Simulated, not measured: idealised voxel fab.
The following process module bears the name voxel air gaps.
Square cells of 5 nm make up the cross-section cut, whose width is 300 nm.
How to read a cross-section here: the picture is a grid of square cells, written as bands going from the top down, and any band can span one or more rows of cells.
For a band, the entry starts with two heights in nm, that of the top and then that of the bottom, and carries on with the band's materials in order from left to right, each alongside its width in nm; the word "throughout" beside a single material means it fills the band edge to edge, and "blank" means empty space.
Heights are reckoned from 0. Under this level, the received wafer is all of one material. The bottommost band is open-ended downward, for example "z 0 and below".
Width spec "30->40" -> top row of cells at first value, bottom row at second value, equal per-row change in between.
A step reported as "nothing changed" is a step in which no cell of the cross-section changed.
Entry "Enclosed empty spaces" = empty spaces >= 8 cells with no open way to the top; each as width x height at distance, distance from left edge, all nm.
Past the settings on a step's line: simulator remark, on that step.
The line of a step may include "overlay nm". On a step with a mask, this value is how far to the right of its planned place the mask lay. A negative value means the mask lay to the left.
Each pair of cross-sections that follows straddles one process step: the one shows the state before the step, the other the state after it, down to the lowest band that changed and no further. The step in question, and its settings, are given under the pair. Note that a pair is not necessarily a continuation of the pair above it, since pairs can come from different runs of this module on the same starting wafer; it is a continuation only where its entry headed "Before processing" says so.

**Before processing**
z 55 to 50  TiN: 85 / blank: 15 / TiN: 40 / blank: 15 / TiN: 40 / blank: 15 / TiN: 90
z 50 to 25  lowk: 80 / TiN: 5 / blank: 15 / TiN: 5 / lowk: 30 / TiN: 5 / blank: 15 / TiN: 5 / lowk: 30 / TiN: 5 / blank: 15 / TiN: 5 / lowk: 85
z 25 to 20  lowk: 80 / TiN: 25 / lowk: 30 / TiN: 25 / lowk: 30 / TiN: 25 / lowk: 85
z 20 to 15  SiN throughout
z 15 to 0  SiO2 throughout
z 0 and below  Si throughout
Enclosed empty spaces: none

**Post-Step Section View**
z 60 to 55  SiO2 throughout
z 55 to 50  TiN: 85 / SiO2: 15 / TiN: 40 / SiO2: 15 / TiN: 40 / SiO2: 15 / TiN: 90
z 50 to 25  lowk: 80 / TiN: 5 / SiO2: 15 / TiN: 5 / lowk: 30 / TiN: 5 / SiO2: 15 / TiN: 5 / lowk: 30 / TiN: 5 / SiO2: 15 / TiN: 5 / lowk: 85
Under 25: no change, same as before.
Enclosed empty spaces: none
What step was run between the cross-section before it and the cross-section after it, both above? FILL_DEP, material SiO2, thk nm 5

Before processing: Please consult the pair immediately above; the cross-section it shows after its step is the state before this step.

**Post-Step Section View**
z 50 to 25  lowk: 80 / TiN: 5 / SiO2: 15 / TiN: 5 / lowk: 30 / TiN: 5 / SiO2: 15 / TiN: 5 / lowk: 30 / TiN: 5 / SiO2: 15 / TiN: 5 / lowk: 85
Under 25: no change, same as before.
Enclosed empty spaces: none
What step was run between the cross-section before it and the cross-section after it, both above? CMP, height nm 50

Before processing: Please consult the pair immediately above; the cross-section it shows after its step is the state before this step.

**Post-Step Section View**
z 60 to 50  blank: 70 / Ru: 45 / blank: 10 / Ru: 45 / blank: 10 / Ru: 45 / blank: 75
Under 50: no change, same as before.
Enclosed empty spaces: none
What step was run between the cross-section before it and the cross-section after it, both above? EPI, material Ru, thk nm 10

Before processing: Please consult the pair immediately above; the cross-section it shows after its step is the state before this step.

**Post-Step Section View**
z 60 to 50  blank: 70 / Ru: 45 / blank: 10 / Ru: 45 / blank: 10 / Ru: 45 / blank: 75
z 50 to 25  blank: 80 / TiN: 5 / SiO2: 15 / TiN: 5 / blank: 30 / TiN: 5 / SiO2: 15 / TiN: 5 / blank: 30 / TiN: 5 / SiO2: 15 / TiN: 5 / blank: 85
z 25 to 20  blank: 80 / TiN: 25 / blank: 30 / TiN: 25 / blank: 30 / TiN: 25 / blank: 85
Under 20: no change, same as before.
Enclosed empty spaces: none
What step was run between the cross-section before it and the cross-section after it, both above? SELECTIVE_ETCH, etch materials lowk, depth nm 40

Before processing: Please consult the pair immediately above; the cross-section it shows after its step is the state before this step.

**Post-Step Section View**
z 65 to 60  blank: 65 / SiN: 165 / blank: 70
z 60 to 50  blank: 65 / SiN: 5 / Ru: 45 / SiN: 10 / Ru: 45 / SiN: 10 / Ru: 45 / SiN: 5 / blank: 70
z 50 to 45  blank: 65 / SiN: 15 / TiN: 5 / SiO2: 15 / TiN: 5 / SiN: 30 / TiN: 5 / SiO2: 15 / TiN: 5 / SiN: 30 / TiN: 5 / SiO2: 15 / TiN: 5 / SiN: 15 / blank: 70
z 45 to 25  blank: 75 / SiN: 5 / TiN: 5 / SiO2: 15 / TiN: 5 / SiN: 5 / blank: 20 / SiN: 5 / TiN: 5 / SiO2: 15 / TiN: 5 / SiN: 5 / blank: 20 / SiN: 5 / TiN: 5 / SiO2: 15 / TiN: 5 / SiN: 5 / blank: 80
z 25 to 20  SiN: 80 / TiN: 25 / SiN: 30 / TiN: 25 / SiN: 30 / TiN: 25 / SiN: 85
Under 20: no change, same as before.
Enclosed empty spaces: 20 x 20 at 110; 20 x 20 at 165
What step was run between the cross-section before it and the cross-section after it, both above? CONFORMAL_DEP, material SiN, thk nm 5

**Before processing**
z 50 to 20  lowk throughout
z 20 to 15  SiN throughout
z 15 to 0  SiO2 throughout
z 0 and below  Si throughout
Enclosed empty spaces: none

**Post-Step Section View**
z 50 to 20  blank: 80 / lowk: 25 / blank: 30 / lowk: 25 / blank: 30 / lowk: 25 / blank: 85
Under 20: no change, same as before.
Enclosed empty spaces: none
What step was run between the cross-section before it and the cross-section after it, both above? MASKED_ETCH, tone cover, mask id LINES, width nm 25, pitch nm 55, etch materials lowk, depth nm 30, overlay nm 0

Before processing: Please consult the pair immediately above; the cross-section it shows after its step is the state before this step.

**Post-Step Section View**
z 55 to 50  blank: 75 / TiN: 35 / blank: 20 / TiN: 35 / blank: 20 / TiN: 35 / blank: 80
z 50 to 25  blank: 75 / TiN: 5 / lowk: 25 / TiN: 5 / blank: 20 / TiN: 5 / lowk: 25 / TiN: 5 / blank: 20 / TiN: 5 / lowk: 25 / TiN: 5 / blank: 80
z 25 to 20  TiN: 80 / lowk: 25 / TiN: 30 / lowk: 25 / TiN: 30 / lowk: 25 / TiN: 85
Under 20: no change, same as before.
Enclosed empty spaces: none
What step was run between the cross-section before it and the cross-section after it, both above? CONFORMAL_DEP, material TiN, thk nm 5

Before processing: Please consult the pair immediately above; the cross-section it shows after its step is the state before this step.

**Post-Step Section View**
z 60 to 55  Ru throughout
z 55 to 50  Ru: 75 / TiN: 35 / Ru: 20 / TiN: 35 / Ru: 20 / TiN: 35 / Ru: 80
z 50 to 25  Ru: 75 / TiN: 5 / lowk: 25 / TiN: 5 / Ru: 20 / TiN: 5 / lowk: 25 / TiN: 5 / Ru: 20 / TiN: 5 / lowk: 25 / TiN: 5 / Ru: 80
Under 25: no change, same as before.
Enclosed empty spaces: none
What step was run between the cross-section before it and the cross-section after it, both above? FILL_DEP, material Ru, thk nm 5

Before processing: Please consult the pair immediately above; the cross-section it shows after its step is the state before this step.

**Post-Step Section View**
z 50 to 25  Ru: 75 / TiN: 5 / lowk: 25 / TiN: 5 / Ru: 20 / TiN: 5 / lowk: 25 / TiN: 5 / Ru: 20 / TiN: 5 / lowk: 25 / TiN: 5 / Ru: 80
Under 25: no change, same as before.
Enclosed empty spaces: none
What step was run between the cross-section before it and the cross-section after it, both above? CMP, height nm 50

Before processing: Please consult the pair immediately above; the cross-section it shows after its step is the state before this step.

**Post-Step Section View**
z 60 to 50  Ru: 90 / blank: 5 / Ru: 50 / blank: 5 / Ru: 50 / blank: 5 / Ru: 95
Under 50: no change, same as before.
Enclosed empty spaces: none
What step was run between the cross-section before it and the cross-section after it, both above? EPI, material Ru, thk nm 10

Before processing: Please consult the pair immediately above; the cross-section it shows after its step is the state before this step.

**Post-Step Section View**
z 60 to 50  Ru: 90 / blank: 5 / Ru: 50 / blank: 5 / Ru: 50 / blank: 5 / Ru: 95
z 50 to 25  Ru: 75 / TiN: 5 / blank: 25 / TiN: 5 / Ru: 20 / TiN: 5 / blank: 25 / TiN: 5 / Ru: 20 / TiN: 5 / blank: 25 / TiN: 5 / Ru: 80
z 25 to 20  TiN: 80 / blank: 25 / TiN: 30 / blank: 25 / TiN: 30 / blank: 25 / TiN: 85
Under 20: no change, same as before.
Enclosed empty spaces: none
What step was run between the cross-section before it and the cross-section after it, both above? SELECTIVE_ETCH, etch materials lowk, depth nm 40

Before processing: Please consult the pair immediately above; the cross-section it shows after its step is the state before this step.

**Post-Step Section View**
z 65 to 60  SiN throughout
z 60 to 50  Ru: 90 / SiN: 5 / Ru: 50 / SiN: 5 / Ru: 50 / SiN: 5 / Ru: 95
z 50 to 45  Ru: 75 / TiN: 5 / SiN: 25 / TiN: 5 / Ru: 20 / TiN: 5 / SiN: 25 / TiN: 5 / Ru: 20 / TiN: 5 / SiN: 25 / TiN: 5 / Ru: 80
z 45 to 25  Ru: 75 / TiN: 5 / SiN: 5 / blank: 15 / SiN: 5 / TiN: 5 / Ru: 20 / TiN: 5 / SiN: 5 / blank: 15 / SiN: 5 / TiN: 5 / Ru: 20 / TiN: 5 / SiN: 5 / blank: 15 / SiN: 5 / TiN: 5 / Ru: 80
z 25 to 20  TiN: 80 / SiN: 25 / TiN: 30 / SiN: 25 / TiN: 30 / SiN: 25 / TiN: 85
Under 20: no change, same as before.
Enclosed empty spaces: 15 x 20 at 85; 15 x 20 at 140; 15 x 20 at 195
What step was run between the cross-section before it and the cross-section after it, both above? CONFORMAL_DEP, material SiN, thk nm 5
